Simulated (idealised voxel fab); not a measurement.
process module | voxel gate over fins
The cross-section shown here is cut; it is 250 nm wide and divided into square cells measuring 5 nm on a side.
Cross-sections here: square-cell grids, written as top-down lists of bands, a band being one or more rows of cells.
Per band: top height and bottom height in nm, followed by the left-to-right materials and their widths in nm; "everywhere" marks a single material spanning edge to edge, "blank" marks empty space.
Heights are reckoned from 0. Under this level, the received wafer is all of one material. The bottommost band is open-ended downward, for example "0 and below".
Per-row width for "30..40": begins at first number (top row of band), ends at second number (bottom row), increment between rows held constant.
"identical to before" for a step: no cell of the cross-section changed in that step.
Closed empty spaces (no open way to the top) of 8 cells or more are what "Enclosed internal cavities" lists, each as width x height at distance from the left edge, nm for all three.
Whatever follows a step's settings on its line is a remark the simulator itself makes about that step.
A step's line can hold "overlay nm"; with a mask on that step, the setting says how far right of the planned place the mask lay, while a negative setting says it lay to the left.
If you're wondering how to read the rest of this, here's the deal. It's pairs of cross-sections: one from before a process step, one from after it. The after one is only drawn as far down as the lowest band that changed. Right under each pair you'll see which step sits between them and what its settings were. Don't read the pairs as one continuous story, though. They can come from different runs of this module on the same starting wafer, and a pair only carries on from the one above it where its entry headed "Prior to step" says so.

Prior to step
25 down to 20 = W everywhere
20 down to 15 = W 40, TiN 45, W 15, TiN 45, W 15, TiN 45, W 45
15 down to 10 = W 40, TiN 5, TiAl 35, TiN 5, W 15, TiN 5, TiAl 35, TiN 5, W 15, TiN 5, TiAl 35, TiN 5, W 45
10 down to 5 = TiN 45, TiAl 5, TiN 25, TiAl 5, TiN 25, TiAl 5, TiN 25, TiAl 5, TiN 25, TiAl 5, TiN 25, TiAl 5, TiN 50
5 down to 0 = TiAl 50, TiN 5, HfO2 15, TiN 5, TiAl 35, TiN 5, HfO2 15, TiN 5, TiAl 35, TiN 5, HfO2 15, TiN 5, TiAl 55
0 down to -5 = TiN 55, HfO2 5, Si 5, HfO2 5, TiN 45, HfO2 5, Si 5, HfO2 5, TiN 45, HfO2 5, Si 5, HfO2 5, TiN 60
-5 down to -10 = HfO2 60, Si 5, HfO2 55, Si 5, HfO2 55, Si 5, HfO2 65
-10 down to -20 = SiO2 60, Si 5, SiO2 55, Si 5, SiO2 55, Si 5, SiO2 65
-20 down to -30 = SiO2 60, Si 5, SiO2 20, TiN 5, W 5, TiN 5, SiO2 20, Si 5, SiO2 55, Si 5, SiO2 65
-30 down to -35 = SiO2 60, Si 5, SiO2 20, TiN 15, SiO2 20, Si 5, SiO2 55, Si 5, SiO2 65
-35 down to -45 = SiO2 60, Si 5, SiO2 55, Si 5, SiO2 55, Si 5, SiO2 65
-45 and below = Si everywhere
Enclosed internal cavities: none

Step Result
30 down to 25 = SiN everywhere
Note: structure below 25 unchanged.
Enclosed internal cavities: none
Looking at the two cross-sections above, the step in the middle is CONFORMAL_DEP (material SiN; thk nm 5)

Prior to step
5 down to 0 = SiN everywhere
0 and below = Si everywhere
Enclosed internal cavities: none

Step Result
5 down to 0 = blank 50, SiN 25, blank 35, SiN 25, blank 35, SiN 25, blank 55
Note: structure below 0 unchanged.
Enclosed internal cavities: none
Looking at the two cross-sections above, the step in the middle is MASKED_ETCH (tone cover; mask id FINS; width nm 25; pitch nm 60; etch materials SiN; depth nm 5; overlay nm 0)

Prior to step: The cross-section prior to this step is the one presented after the step of the pair immediately above.

Step Result
5 down to 0 = blank 50, SiN 25, blank 35, SiN 25, blank 35, SiN 25, blank 55
0 down to -40 = blank 50, Si 25, blank 35, Si 25, blank 35, Si 25, blank 55
Note: structure below -40 unchanged.
Enclosed internal cavities: none
Looking at the two cross-sections above, the step in the middle is MASKED_ETCH (tone cover; mask id FINS; width nm 15; pitch nm 60; etch materials Si; depth nm 40; overlay nm 0)

Prior to step: The cross-section prior to this step is the one presented after the step of the pair immediately above.

Step Result
5 down to 0 = blank 50, SiN 25, blank 35, SiN 25, blank 35, SiN 25, blank 55
0 down to -40 = blank 50, SiO2 5, Si 15, SiO2 5, blank 35, SiO2 5, Si 15, SiO2 5, blank 35, SiO2 5, Si 15, SiO2 5, blank 55
-40 down to -45 = SiO2 55, Si 15, SiO2 45, Si 15, SiO2 45, Si 15, SiO2 60
Note: structure below -45 unchanged.
Enclosed internal cavities: none
Looking at the two cross-sections above, the step in the middle is OXIDIZE (depth nm 5)

Prior to step: The cross-section prior to this step is the one presented after the step of the pair immediately above.

Step Result
15 down to 5 = SiO2 everywhere
5 down to 0 = SiO2 50, SiN 25, SiO2 35, SiN 25, SiO2 35, SiN 25, SiO2 55
0 down to -45 = SiO2 55, Si 15, SiO2 45, Si 15, SiO2 45, Si 15, SiO2 60
Note: structure below -45 unchanged.
Enclosed internal cavities: none
Looking at the two cross-sections above, the step in the middle is FILL_DEP (material SiO2; thk nm 10)

Prior to step: The cross-section prior to this step is the one presented after the step of the pair immediately above.

Step Result
5 down to 0 = SiO2 50, SiN 25, SiO2 35, SiN 25, SiO2 35, SiN 25, SiO2 55
Note: structure below 0 unchanged.
Enclosed internal cavities: none
Looking at the two cross-sections above, the step in the middle is CMP (height nm 5)

Prior to step: The cross-section prior to this step is the one presented after the step of the pair immediately above.

Step Result
15 down to 5 = aC everywhere
Note: structure below 5 unchanged.
Enclosed internal cavities: none
Looking at the two cross-sections above, the step in the middle is DIRECTIONAL_DEP (material aC; thk nm 10)

Prior to step: The cross-section prior to this step is the one presented after the step of the pair immediately above.

Step Result
45 down to 15 = resist 85, blank 15, resist 150
Note: structure below 15 unchanged.
Enclosed internal cavities: none
Looking at the two cross-sections above, the step in the middle is PATTERN (tone open; mask id RAIL; material resist; width nm 15; thk nm 30; overlay nm 0)

Prior to step: The cross-section prior to this step is the one presented after the step of the pair immediately above.

Step Result
35 down to 15 = resist 85, blank 15, resist 150
15 down to 5 = aC 85, blank 15, aC 150
Note: structure below 5 unchanged.
Enclosed internal cavities: none
Looking at the two cross-sections above, the step in the middle is DIRECTIONAL_ETCH (etch materials aC; depth nm 10)

Prior to step: The cross-section prior to this step is the one presented after the step of the pair immediately above.

Step Result
15 down to 5 = aC 85, blank 15, aC 150
Note: structure below 5 unchanged.
Enclosed internal cavities: none
Looking at the two cross-sections above, the step in the middle is STRIP (etch materials resist)

Prior to step: The cross-section prior to this step is the one presented after the step of the pair immediately above.

Step Result
15 down to 5 = aC 85, blank 15, aC 150
5 down to 0 = SiO2 50, SiN 25, SiO2 10, blank 15, SiO2 10, SiN 25, SiO2 35, SiN 25, SiO2 55
0 down to -35 = SiO2 55, Si 15, SiO2 15, blank 15, SiO2 15, Si 15, SiO2 45, Si 15, SiO2 60
Note: structure below -35 unchanged.
Enclosed internal cavities: none
Looking at the two cross-sections above, the step in the middle is DIRECTIONAL_ETCH (etch materials SiO2; depth nm 40)

Prior to step: The cross-section prior to this step is the one presented after the step of the pair immediately above.

Step Result
5 down to 0 = SiO2 50, SiN 25, SiO2 10, blank 15, SiO2 10, SiN 25, SiO2 35, SiN 25, SiO2 55
Note: structure below 0 unchanged.
Enclosed internal cavities: none
Looking at the two cross-sections above, the step in the middle is STRIP (etch materials aC)

Prior to step: The cross-section prior to this step is the one presented after the step of the pair immediately above.

Step Result
10 down to 5 = TiN 90, blank 5, TiN 155
5 down to 0 = SiO2 50, SiN 25, SiO2 10, TiN 5, blank 5, TiN 5, SiO2 10, SiN 25, SiO2 35, SiN 25, SiO2 55
0 down to -30 = SiO2 55, Si 15, SiO2 15, TiN 5, blank 5, TiN 5, SiO2 15, Si 15, SiO2 45, Si 15, SiO2 60
-30 down to -35 = SiO2 55, Si 15, SiO2 15, TiN 15, SiO2 15, Si 15, SiO2 45, Si 15, SiO2 60
Note: structure below -35 unchanged.
Enclosed internal cavities: none
Looking at the two cross-sections above, the step in the middle is CONFORMAL_DEP (material TiN; thk nm 5)

Prior to step: The cross-section prior to this step is the one presented after the step of the pair immediately above.

Step Result
20 down to 10 = W everywhere
10 down to 5 = TiN 90, W 5, TiN 155
5 down to 0 = SiO2 50, SiN 25, SiO2 10, TiN 5, W 5, TiN 5, SiO2 10, SiN 25, SiO2 35, SiN 25, SiO2 55
0 down to -30 = SiO2 55, Si 15, SiO2 15, TiN 5, W 5, TiN 5, SiO2 15, Si 15, SiO2 45, Si 15, SiO2 60
Note: structure below -30 unchanged.
Enclosed internal cavities: none
Looking at the two cross-sections above, the step in the middle is FILL_DEP (material W; thk nm 10)

Prior to step: The cross-section prior to this step is the one presented after the step of the pair immediately above.

Step Result
5 down to 0 = SiO2 50, SiN 25, SiO2 10, TiN 5, W 5, TiN 5, SiO2 10, SiN 25, SiO2 35, SiN 25, SiO2 55
Note: structure below 0 unchanged.
Enclosed internal cavities: none
Looking at the two cross-sections above, the step in the middle is CMP (height nm 5)

Prior to step: The cross-section prior to this step is the one presented after the step of the pair immediately above.

Step Result
5 down to 0 = SiO2 50, SiN 25, SiO2 10, blank 15, SiO2 10, SiN 25, SiO2 35, SiN 25, SiO2 55
0 down to -20 = SiO2 55, Si 15, SiO2 15, blank 15, SiO2 15, Si 15, SiO2 45, Si 15, SiO2 60
Note: structure below -20 unchanged.
Enclosed internal cavities: none
Looking at the two cross-sections above, the step in the middle is SELECTIVE_ETCH (etch materials W Ru TiN; depth nm 25)

Prior to step: The cross-section prior to this step is the one presented after the step of the pair immediately above.

Step Result
10 down to 5 = SiO2 everywhere
5 down to 0 = SiO2 50, SiN 25, SiO2 35, SiN 25, SiO2 35, SiN 25, SiO2 55
0 down to -20 = SiO2 55, Si 15, SiO2 45, Si 15, SiO2 45, Si 15, SiO2 60
Note: structure below -20 unchanged.
Enclosed internal cavities: none
Looking at the two cross-sections above, the step in the middle is FILL_DEP (material SiO2; thk nm 5)

Prior to step: The cross-section prior to this step is the one presented after the step of the pair immediately above.

Step Result
5 down to 0 = SiO2 50, SiN 25, SiO2 35, SiN 25, SiO2 35, SiN 25, SiO2 55
Note: structure below 0 unchanged.
Enclosed internal cavities: none
Looking at the two cross-sections above, the step in the middle is CMP (height nm 5)

Prior to step: The cross-section prior to this step is the one presented after the step of the pair immediately above.

Step Result
5 down to 0 = blank 50, SiN 25, blank 35, SiN 25, blank 35, SiN 25, blank 55
0 down to -10 = blank 55, Si 15, blank 45, Si 15, blank 45, Si 15, blank 60
Note: structure below -10 unchanged.
Enclosed internal cavities: none
Looking at the two cross-sections above, the step in the middle is SELECTIVE_ETCH (etch materials SiO2; depth nm 15)

Prior to step: The cross-section prior to this step is the one presented after the step of the pair immediately above.

Step Result
0 down to -10 = blank 55, Si 15, blank 45, Si 15, blank 45, Si 15, blank 60
Note: structure below -10 unchanged.
Enclosed internal cavities: none
Looking at the two cross-sections above, the step in the middle is STRIP (etch materials SiN)

Prior to step: The cross-section prior to this step is the one presented after the step of the pair immediately above.

Step Result
5 down to 0 = blank 50, HfO2 25, blank 35, HfO2 25, blank 35, HfO2 25, blank 55
0 down to -5 = blank 50, HfO2 5, Si 15, HfO2 5, blank 35, HfO2 5, Si 15, HfO2 5, blank 35, HfO2 5, Si 15, HfO2 5, blank 55
-5 down to -10 = HfO2 55, Si 15, HfO2 45, Si 15, HfO2 45, Si 15, HfO2 60
Note: structure below -10 unchanged.
Enclosed internal cavities: none
Looking at the two cross-sections above, the step in the middle is CONFORMAL_DEP (material HfO2; thk nm 5)

Prior to step: The cross-section prior to this step is the one presented after the step of the pair immediately above.

Step Result
10 down to 5 = blank 45, TiN 35, blank 25, TiN 35, blank 25, TiN 35, blank 50
5 down to 0 = blank 45, TiN 5, HfO2 25, TiN 5, blank 25, TiN 5, HfO2 25, TiN 5, blank 25, TiN 5, HfO2 25, TiN 5, blank 50
0 down to -5 = TiN 50, HfO2 5, Si 15, HfO2 5, TiN 35, HfO2 5, Si 15, HfO2 5, TiN 35, HfO2 5, Si 15, HfO2 5, TiN 55
Note: structure below -5 unchanged.
Enclosed internal cavities: none
Looking at the two cross-sections above, the step in the middle is CONFORMAL_DEP (material TiN; thk nm 5)

Prior to step: The cross-section prior to this step is the one presented after the step of the pair immediately above.

Step Result
15 down to 10 = blank 40, TiAl 45, blank 15, TiAl 45, blank 15, TiAl 45, blank 45
10 down to 5 = blank 40, TiAl 5, TiN 35, TiAl 5, blank 15, TiAl 5, TiN 35, TiAl 5, blank 15, TiAl 5, TiN 35, TiAl 5, blank 45
5 down to 0 = TiAl 45, TiN 5, HfO2 25, TiN 5, TiAl 25, TiN 5, HfO2 25, TiN 5, TiAl 25, TiN 5, HfO2 25, TiN 5, TiAl 50
Note: structure below 0 unchanged.
Enclosed internal cavities: none
Looking at the two cross-sections above, the step in the middle is CONFORMAL_DEP (material TiAl; thk nm 5)

Prior to step: The cross-section prior to this step is the one presented after the step of the pair immediately above.

Step Result
20 down to 15 = blank 35, TiN 55, blank 5, TiN 55, blank 5, TiN 55, blank 40
15 down to 10 = blank 35, TiN 5, TiAl 45, TiN 5, blank 5, TiN 5, TiAl 45, TiN 5, blank 5, TiN 5, TiAl 45, TiN 5, blank 40
10 down to 5 = TiN 40, TiAl 5, TiN 35, TiAl 5, TiN 15, TiAl 5, TiN 35, TiAl 5, TiN 15, TiAl 5, TiN 35, TiAl 5, TiN 45
Note: structure below 5 unchanged.
Enclosed internal cavities: none
Looking at the two cross-sections above, the step in the middle is CONFORMAL_DEP (material TiN; thk nm 5)

Prior to step: The cross-section prior to this step is the one presented after the step of the pair immediately above.

Step Result
30 down to 20 = W everywhere
20 down to 15 = W 35, TiN 55, W 5, TiN 55, W 5, TiN 55, W 40
15 down to 10 = W 35, TiN 5, TiAl 45, TiN 5, W 5, TiN 5, TiAl 45, TiN 5, W 5, TiN 5, TiAl 45, TiN 5, W 40
Note: structure below 10 unchanged.
Enclosed internal cavities: none
Looking at the two cross-sections above, the step in the middle is FILL_DEP (material W; thk nm 10)

Prior to step: The cross-section prior to this step is the one presented after the step of the pair immediately above.

Step Result
25 down to 20 = W everywhere
Note: structure below 20 unchanged.
Enclosed internal cavities: none
Looking at the two cross-sections above, the step in the middle is CMP (height nm 25)

Prior to step: The cross-section prior to this step is the one presented after the step of the pair immediately above.

Step Result
35 down to 25 = SiN everywhere
Note: structure below 25 unchanged.
Enclosed internal cavities: none
Looking at the two cross-sections above, the step in the middle is CONFORMAL_DEP (material SiN; thk nm 10)

Prior to step
5 down to 0 = SiN everywhere
0 and below = Si everywhere
Enclosed internal cavities: none

Step Result
5 down to 0 = blank 50, SiN 15, blank 45, SiN 15, blank 45, SiN 15, blank 65
Note: structure below 0 unchanged.
Enclosed internal cavities: none
Looking at the two cross-sections above, the step in the middle is MASKED_ETCH (tone cover; mask id FINS; width nm 15; pitch nm 60; etch materials SiN; depth nm 5; overlay nm -5)

Prior to step: The cross-section prior to this step is the one presented after the step of the pair immediately above.

Step Result
5 down to 0 = blank 50, SiN 15, blank 45, SiN 15, blank 45, SiN 15, blank 65
0 down to -40 = blank 50, Si 20, blank 40, Si 20, blank 40, Si 20, blank 60
Note: structure below -40 unchanged.
Enclosed internal cavities: none
Looking at the two cross-sections above, the step in the middle is MASKED_ETCH (tone cover; mask id FINS; width nm 15; pitch nm 60; etch materials Si; depth nm 40; overlay nm 0)

Prior to step: The cross-section prior to this step is the one presented after the step of the pair immediately above.

Step Result
5 down to 0 = blank 50, SiN 15, blank 45, SiN 15, blank 45, SiN 15, blank 65
0 down to -5 = blank 50, SiO2 5, Si 5, SiO2 10, blank 40, SiO2 5, Si 5, SiO2 10, blank 40, SiO2 5, Si 5, SiO2 10, blank 60
-5 down to -40 = blank 50, SiO2 5, Si 10, SiO2 5, blank 40, SiO2 5, Si 10, SiO2 5, blank 40, SiO2 5, Si 10, SiO2 5, blank 60
-40 down to -45 = SiO2 55, Si 10, SiO2 50, Si 10, SiO2 50, Si 10, SiO2 65
Note: structure below -45 unchanged.
Enclosed internal cavities: none
Looking at the two cross-sections above, the step in the middle is OXIDIZE (depth nm 5)

Prior to step: The cross-section prior to this step is the one presented after the step of the pair immediately above.

Step Result
15 down to 5 = SiO2 everywhere
5 down to 0 = SiO2 50, SiN 15, SiO2 45, SiN 15, SiO2 45, SiN 15, SiO2 65
0 down to -5 = SiO2 55, Si 5, SiO2 55, Si 5, SiO2 55, Si 5, SiO2 70
-5 down to -45 = SiO2 55, Si 10, SiO2 50, Si 10, SiO2 50, Si 10, SiO2 65
Note: structure below -45 unchanged.
Enclosed internal cavities: none
Looking at the two cross-sections above, the step in the middle is FILL_DEP (material SiO2; thk nm 10)

Prior to step: The cross-section prior to this step is the one presented after the step of the pair immediately above.

Step Result
5 down to 0 = SiO2 50, SiN 15, SiO2 45, SiN 15, SiO2 45, SiN 15, SiO2 65
Note: structure below 0 unchanged.
Enclosed internal cavities: none
Looking at the two cross-sections above, the step in the middle is CMP (height nm 5)

Prior to step: The cross-section prior to this step is the one presented after the step of the pair immediately above.

Step Result
15 down to 5 = aC everywhere
Note: structure below 5 unchanged.
Enclosed internal cavities: none
Looking at the two cross-sections above, the step in the middle is DIRECTIONAL_DEP (material aC; thk nm 10)

Prior to step: The cross-section prior to this step is the one presented after the step of the pair immediately above.

Step Result
45 down to 15 = resist 85, blank 15, resist 150
Note: structure below 15 unchanged.
Enclosed internal cavities: none
Looking at the two cross-sections above, the step in the middle is PATTERN (tone open; mask id RAIL; material resist; width nm 15; thk nm 30; overlay nm 0)

Prior to step: The cross-section prior to this step is the one presented after the step of the pair immediately above.

Step Result
35 down to 15 = resist 85, blank 15, resist 150
15 down to 5 = aC 85, blank 15, aC 150
Note: structure below 5 unchanged.
Enclosed internal cavities: none
Looking at the two cross-sections above, the step in the middle is DIRECTIONAL_ETCH (etch materials aC; depth nm 10)

Prior to step: The cross-section prior to this step is the one presented after the step of the pair immediately above.

Step Result
15 down to 5 = aC 85, blank 15, aC 150
Note: structure below 5 unchanged.
Enclosed internal cavities: none
Looking at the two cross-sections above, the step in the middle is STRIP (etch materials resist)

Prior to step: The cross-section prior to this step is the one presented after the step of the pair immediately above.

Step Result
15 down to 5 = aC 85, blank 15, aC 150
5 down to 0 = SiO2 50, SiN 15, SiO2 20, blank 15, SiO2 10, SiN 15, SiO2 45, SiN 15, SiO2 65
0 down to -5 = SiO2 55, Si 5, SiO2 25, blank 15, SiO2 15, Si 5, SiO2 55, Si 5, SiO2 70
-5 down to -35 = SiO2 55, Si 10, SiO2 20, blank 15, SiO2 15, Si 10, SiO2 50, Si 10, SiO2 65
Note: structure below -35 unchanged.
Enclosed internal cavities: none
Looking at the two cross-sections above, the step in the middle is DIRECTIONAL_ETCH (etch materials SiO2; depth nm 40)

Prior to step: The cross-section prior to this step is the one presented after the step of the pair immediately above.

Step Result
5 down to 0 = SiO2 50, SiN 15, SiO2 20, blank 15, SiO2 10, SiN 15, SiO2 45, SiN 15, SiO2 65
Note: structure below 0 unchanged.
Enclosed internal cavities: none
Looking at the two cross-sections above, the step in the middle is STRIP (etch materials aC)

Prior to step: The cross-section prior to this step is the one presented after the step of the pair immediately above.

Step Result
10 down to 5 = TiN 90, blank 5, TiN 155
5 down to 0 = SiO2 50, SiN 15, SiO2 20, TiN 5, blank 5, TiN 5, SiO2 10, SiN 15, SiO2 45, SiN 15, SiO2 65
0 down to -5 = SiO2 55, Si 5, SiO2 25, TiN 5, blank 5, TiN 5, SiO2 15, Si 5, SiO2 55, Si 5, SiO2 70
-5 down to -30 = SiO2 55, Si 10, SiO2 20, TiN 5, blank 5, TiN 5, SiO2 15, Si 10, SiO2 50, Si 10, SiO2 65
-30 down to -35 = SiO2 55, Si 10, SiO2 20, TiN 15, SiO2 15, Si 10, SiO2 50, Si 10, SiO2 65
Note: structure below -35 unchanged.
Enclosed internal cavities: none
Looking at the two cross-sections above, the step in the middle is CONFORMAL_DEP (material TiN; thk nm 5)

Prior to step: The cross-section prior to this step is the one presented after the step of the pair immediately above.

Step Result
20 down to 10 = W everywhere
10 down to 5 = TiN 90, W 5, TiN 155
5 down to 0 = SiO2 50, SiN 15, SiO2 20, TiN 5, W 5, TiN 5, SiO2 10, SiN 15, SiO2 45, SiN 15, SiO2 65
0 down to -5 = SiO2 55, Si 5, SiO2 25, TiN 5, W 5, TiN 5, SiO2 15, Si 5, SiO2 55, Si 5, SiO2 70
-5 down to -30 = SiO2 55, Si 10, SiO2 20, TiN 5, W 5, TiN 5, SiO2 15, Si 10, SiO2 50, Si 10, SiO2 65
Note: structure below -30 unchanged.
Enclosed internal cavities: none
Looking at the two cross-sections above, the step in the middle is FILL_DEP (material W; thk nm 10)

Prior to step: The cross-section prior to this step is the one presented after the step of the pair immediately above.

Step Result
5 down to 0 = SiO2 50, SiN 15, SiO2 20, TiN 5, W 5, TiN 5, SiO2 10, SiN 15, SiO2 45, SiN 15, SiO2 65
Note: structure below 0 unchanged.
Enclosed internal cavities: none
Looking at the two cross-sections above, the step in the middle is CMP (height nm 5)

Prior to step: The cross-section prior to this step is the one presented after the step of the pair immediately above.

Step Result
5 down to 0 = SiO2 50, SiN 15, SiO2 20, blank 15, SiO2 10, SiN 15, SiO2 45, SiN 15, SiO2 65
0 down to -5 = SiO2 55, Si 5, SiO2 25, blank 15, SiO2 15, Si 5, SiO2 55, Si 5, SiO2 70
-5 down to -20 = SiO2 55, Si 10, SiO2 20, blank 15, SiO2 15, Si 10, SiO2 50, Si 10, SiO2 65
Note: structure below -20 unchanged.
Enclosed internal cavities: none
Looking at the two cross-sections above, the step in the middle is SELECTIVE_ETCH (etch materials W Ru TiN; depth nm 25)

Prior to step: The cross-section prior to this step is the one presented after the step of the pair immediately above.

Step Result
10 down to 5 = SiO2 everywhere
5 down to 0 = SiO2 50, SiN 15, SiO2 45, SiN 15, SiO2 45, SiN 15, SiO2 65
0 down to -5 = SiO2 55, Si 5, SiO2 55, Si 5, SiO2 55, Si 5, SiO2 70
-5 down to -20 = SiO2 55, Si 10, SiO2 50, Si 10, SiO2 50, Si 10, SiO2 65
Note: structure below -20 unchanged.
Enclosed internal cavities: none
Looking at the two cross-sections above, the step in the middle is FILL_DEP (material SiO2; thk nm 5)

Prior to step: The cross-section prior to this step is the one presented after the step of the pair immediately above.

Step Result
5 down to 0 = SiO2 50, SiN 15, SiO2 45, SiN 15, SiO2 45, SiN 15, SiO2 65
Note: structure below 0 unchanged.
Enclosed internal cavities: none
Looking at the two cross-sections above, the step in the middle is CMP (height nm 5)

Prior to step: The cross-section prior to this step is the one presented after the step of the pair immediately above.

Step Result
5 down to 0 = blank 50, SiN 15, blank 45, SiN 15, blank 45, SiN 15, blank 65
0 down to -10 = blank 55, Si 5..10, blank 55..50, Si 5..10, blank 55..50, Si 5..10, blank 70..65
Note: structure below -10 unchanged.
Enclosed internal cavities: none
Looking at the two cross-sections above, the step in the middle is SELECTIVE_ETCH (etch materials SiO2; depth nm 15)

Prior to step: The cross-section prior to this step is the one presented after the step of the pair immediately above.

Step Result
0 down to -10 = blank 55, Si 5..10, blank 55..50, Si 5..10, blank 55..50, Si 5..10, blank 70..65
Note: structure below -10 unchanged.
Enclosed internal cavities: none
Looking at the two cross-sections above, the step in the middle is STRIP (etch materials SiN)

Prior to step: The cross-section prior to this step is the one presented after the step of the pair immediately above.

Step Result
5 down to 0 = blank 50, HfO2 15, blank 45, HfO2 15, blank 45, HfO2 15, blank 65
0 down to -5 = blank 50, HfO2 5, Si 5, HfO2 10, blank 40, HfO2 5, Si 5, HfO2 10, blank 40, HfO2 5, Si 5, HfO2 10, blank 60
-5 down to -10 = HfO2 55, Si 10, HfO2 50, Si 10, HfO2 50, Si 10, HfO2 65
Note: structure below -10 unchanged.
Enclosed internal cavities: none
Looking at the two cross-sections above, the step in the middle is CONFORMAL_DEP (material HfO2; thk nm 5)

Prior to step: The cross-section prior to this step is the one presented after the step of the pair immediately above.

Step Result
10 down to 5 = blank 45, TiN 25, blank 35, TiN 25, blank 35, TiN 25, blank 60
5 down to 0 = blank 45, TiN 5, HfO2 15, TiN 10, blank 30, TiN 5, HfO2 15, TiN 10, blank 30, TiN 5, HfO2 15, TiN 10, blank 55
0 down to -5 = TiN 50, HfO2 5, Si 5, HfO2 10, TiN 40, HfO2 5, Si 5, HfO2 10, TiN 40, HfO2 5, Si 5, HfO2 10, TiN 60
Note: structure below -5 unchanged.
Enclosed internal cavities: none
Looking at the two cross-sections above, the step in the middle is CONFORMAL_DEP (material TiN; thk nm 5)

Prior to step: The cross-section prior to this step is the one presented after the step of the pair immediately above.

Step Result
15 down to 10 = blank 40, TiAl 35, blank 25, TiAl 35, blank 25, TiAl 35, blank 55
10 down to 5 = blank 40, TiAl 5, TiN 25, TiAl 10, blank 20, TiAl 5, TiN 25, TiAl 10, blank 20, TiAl 5, TiN 25, TiAl 10, blank 50
5 down to 0 = TiAl 45, TiN 5, HfO2 15, TiN 10, TiAl 30, TiN 5, HfO2 15, TiN 10, TiAl 30, TiN 5, HfO2 15, TiN 10, TiAl 55
Note: structure below 0 unchanged.
Enclosed internal cavities: none
Looking at the two cross-sections above, the step in the middle is CONFORMAL_DEP (material TiAl; thk nm 5)

Prior to step: The cross-section prior to this step is the one presented after the step of the pair immediately above.

Step Result
20 down to 15 = blank 35, TiN 45, blank 15, TiN 45, blank 15, TiN 45, blank 50
15 down to 10 = blank 35, TiN 5, TiAl 35, TiN 10, blank 10, TiN 5, TiAl 35, TiN 10, blank 10, TiN 5, TiAl 35, TiN 10, blank 45
10 down to 5 = TiN 40, TiAl 5, TiN 25, TiAl 10, TiN 20, TiAl 5, TiN 25, TiAl 10, TiN 20, TiAl 5, TiN 25, TiAl 10, TiN 50
Note: structure below 5 unchanged.
Enclosed internal cavities: none
Looking at the two cross-sections above, the step in the middle is CONFORMAL_DEP (material TiN; thk nm 5)

Prior to step: The cross-section prior to this step is the one presented after the step of the pair immediately above.

Step Result
30 down to 20 = W everywhere
20 down to 15 = W 35, TiN 45, W 15, TiN 45, W 15, TiN 45, W 50
15 down to 10 = W 35, TiN 5, TiAl 35, TiN 10, W 10, TiN 5, TiAl 35, TiN 10, W 10, TiN 5, TiAl 35, TiN 10, W 45
Note: structure below 10 unchanged.
Enclosed internal cavities: none
Looking at the two cross-sections above, the step in the middle is FILL_DEP (material W; thk nm 10)

Prior to step: The cross-section prior to this step is the one presented after the step of the pair immediately above.

Step Result
25 down to 20 = W everywhere
Note: structure below 20 unchanged.
Enclosed internal cavities: none
Looking at the two cross-sections above, the step in the middle is CMP (height nm 25)

Prior to step: The cross-section prior to this step is the one presented after the step of the pair immediately above.

Step Result
35 down to 25 = SiN everywhere
Note: structure below 25 unchanged.
Enclosed internal cavities: none
Looking at the two cross-sections above, the step in the middle is CONFORMAL_DEP (material SiN; thk nm 10)

Prior to step
10 down to 5 = TiN 90, blank 5, TiN 155
5 down to 0 = SiO2 55, SiN 15, SiO2 15, TiN 5, blank 5, TiN 5, SiO2 15, SiN 15, SiO2 45, SiN 15, SiO2 60
0 down to -30 = SiO2 60, Si 5, SiO2 20, TiN 5, blank 5, TiN 5, SiO2 20, Si 5, SiO2 55, Si 5, SiO2 65
-30 down to -35 = SiO2 60, Si 5, SiO2 20, TiN 15, SiO2 20, Si 5, SiO2 55, Si 5, SiO2 65
-35 down to -45 = SiO2 60, Si 5, SiO2 55, Si 5, SiO2 55, Si 5, SiO2 65
-45 and below = Si everywhere
Enclosed internal cavities: none

Step Result
20 down to 10 = HfO2 everywhere
10 down to 5 = TiN 90, HfO2 5, TiN 155
5 down to 0 = SiO2 55, SiN 15, SiO2 15, TiN 5, HfO2 5, TiN 5, SiO2 15, SiN 15, SiO2 45, SiN 15, SiO2 60
0 down to -30 = SiO2 60, Si 5, SiO2 20, TiN 5, HfO2 5, TiN 5, SiO2 20, Si 5, SiO2 55, Si 5, SiO2 65
Note: structure below -30 unchanged.
Enclosed internal cavities: none
Looking at the two cross-sections above, the step in the middle is FILL_DEP (material HfO2; thk nm 10)

Prior to step: The cross-section prior to this step is the one presented after the step of the pair immediately above.

Step Result
5 down to 0 = SiO2 55, SiN 15, SiO2 15, TiN 5, HfO2 5, TiN 5, SiO2 15, SiN 15, SiO2 45, SiN 15, SiO2 60
Note: structure below 0 unchanged.
Enclosed internal cavities: none
Looking at the two cross-sections above, the step in the middle is CMP (height nm 5)

Prior to step: The cross-section prior to this step is the one presented after the step of the pair immediately above.

Step Result
5 down to 0 = SiO2 55, SiN 15, SiO2 15, blank 5, HfO2 5, blank 5, SiO2 15, SiN 15, SiO2 45, SiN 15, SiO2 60
0 down to -20 = SiO2 60, Si 5, SiO2 20, blank 5, HfO2 5, blank 5, SiO2 20, Si 5, SiO2 55, Si 5, SiO2 65
Note: structure below -20 unchanged.
Enclosed internal cavities: none
Looking at the two cross-sections above, the step in the middle is SELECTIVE_ETCH (etch materials W Ru TiN; depth nm 25)

Prior to step: The cross-section prior to this step is the one presented after the step of the pair immediately above.

Step Result
10 down to 5 = SiO2 everywhere
5 down to 0 = SiO2 55, SiN 15, SiO2 20, HfO2 5, SiO2 20, SiN 15, SiO2 45, SiN 15, SiO2 60
0 down to -20 = SiO2 60, Si 5, SiO2 25, HfO2 5, SiO2 25, Si 5, SiO2 55, Si 5, SiO2 65
Note: structure below -20 unchanged.
Enclosed internal cavities: none
Looking at the two cross-sections above, the step in the middle is FILL_DEP (material SiO2; thk nm 5)

Prior to step: The cross-section prior to this step is the one presented after the step of the pair immediately above.

Step Result
5 down to 0 = SiO2 55, SiN 15, SiO2 20, HfO2 5, SiO2 20, SiN 15, SiO2 45, SiN 15, SiO2 60
Note: structure below 0 unchanged.
Enclosed internal cavities: none
Looking at the two cross-sections above, the step in the middle is CMP (height nm 5)

Prior to step: The cross-section prior to this step is the one presented after the step of the pair immediately above.

Step Result
5 down to 0 = blank 55, SiN 15, blank 20, HfO2 5, blank 20, SiN 15, blank 45, SiN 15, blank 60
0 down to -10 = blank 60, Si 5, blank 25, HfO2 5, blank 25, Si 5, blank 55, Si 5, blank 65
Note: structure below -10 unchanged.
Enclosed internal cavities: none
Looking at the two cross-sections above, the step in the middle is SELECTIVE_ETCH (etch materials SiO2; depth nm 15)

Prior to step: The cross-section prior to this step is the one presented after the step of the pair immediately above.

Step Result
5 down to 0 = blank 90, HfO2 5, blank 155
Note: structure below 0 unchanged.
Enclosed internal cavities: none
Looking at the two cross-sections above, the step in the middle is STRIP (etch materials SiN)
